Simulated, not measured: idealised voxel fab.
Process module, titled voxel double patterning
Section shown: cut. Width: 220 nm. Cell size: 5 nm, square.
A cross-section is a grid of square cells, given in bands from the top down. A band is one or more rows of cells. It is stipulated that each band's entry specify, in nanometres, the height of the top of the band and then that of its bottom, followed by the materials of the band in left-to-right sequence, each together with its width in nanometres. A single material marked by the word "all across" is understood to fill the band from edge to edge; the word "empty" is understood to denote empty space. Height is counted from the level 0, under which the received wafer is composed throughout of one material. The lowest of the bands is not closed at the bottom but continues downward, in the notation "top 0, no bottom". When a width is written as two numbers, as in "30..40", the first number is the width in the top row of cells of the band and the second is the width in its bottom row, and the width changes by the same amount from each row to the next. "no alterations made" -> step changed no cross-section cell. Voids not open to the top, 8 cells minimum: see "Entrapped void list". Written width x height at distance; distance is from the left edge; nm. Step line, after settings: the simulator's comment on this step. overlay nm: step with mask; distance mask lay right of planned place; negative value = left of planned place.
### These are the steps we planned for the process
1,RECEIVE (material Si)
2,CONFORMAL_DEP (material SiO2; thk nm 10)
3,DIRECTIONAL_DEP (material W; thk nm 15)
4,DIRECTIONAL_DEP (material SiCN; thk nm 5)
5,DIRECTIONAL_DEP (material aC; thk nm 10)
6,PATTERN (tone open; mask id FIRST; material resist; width nm 15; pitch nm 50; thk nm 25; overlay nm -15)
7,DIRECTIONAL_ETCH (etch materials aC; depth nm 10)
8,STRIP (etch materials resist)
9,DIRECTIONAL_ETCH (etch materials SiCN; depth nm 5)
10,STRIP (etch materials aC)
11,DIRECTIONAL_DEP (material aC; thk nm 10)
12,PATTERN (tone open; mask id SECOND; material resist; width nm 15; pitch nm 50; thk nm 30; overlay nm 0)
13,DIRECTIONAL_ETCH (etch materials aC; depth nm 10)
14,STRIP (etch materials resist)
15,DIRECTIONAL_ETCH (etch materials SiCN; depth nm 5)
16,STRIP (etch materials aC)
17,DIRECTIONAL_ETCH (etch materials W; depth nm 15)
18,STRIP (etch materials SiCN)
Wafer-to-wafer difference: overlay nm, step 6. Common start. Plan = first wafer's value.
### Step 1 complete: as-received cross-section of the first of several wafers
top 0, no bottom: Si all across
Entrapped void list: none
### The table below has one row for each wafer; a row shows, as of the end of the module, how many cells of each material the wafer has gained, marked (+), or lost, marked (-), since it was received, and then the wafer's closed voids
overlay nm -15, +88 SiO2, +93 W, Entrapped void list: none
overlay nm -10, +88 SiO2, +87 W, Entrapped void list: none
overlay nm -5, +88 SiO2, +87 W, Entrapped void list: none
overlay nm 0, +88 SiO2, +87 W, Entrapped void list: none
overlay nm 5, +88 SiO2, +87 W, Entrapped void list: none
overlay nm 10, +88 SiO2, +87 W, Entrapped void list: none
overlay nm 15, +88 SiO2, +93 W, Entrapped void list: none
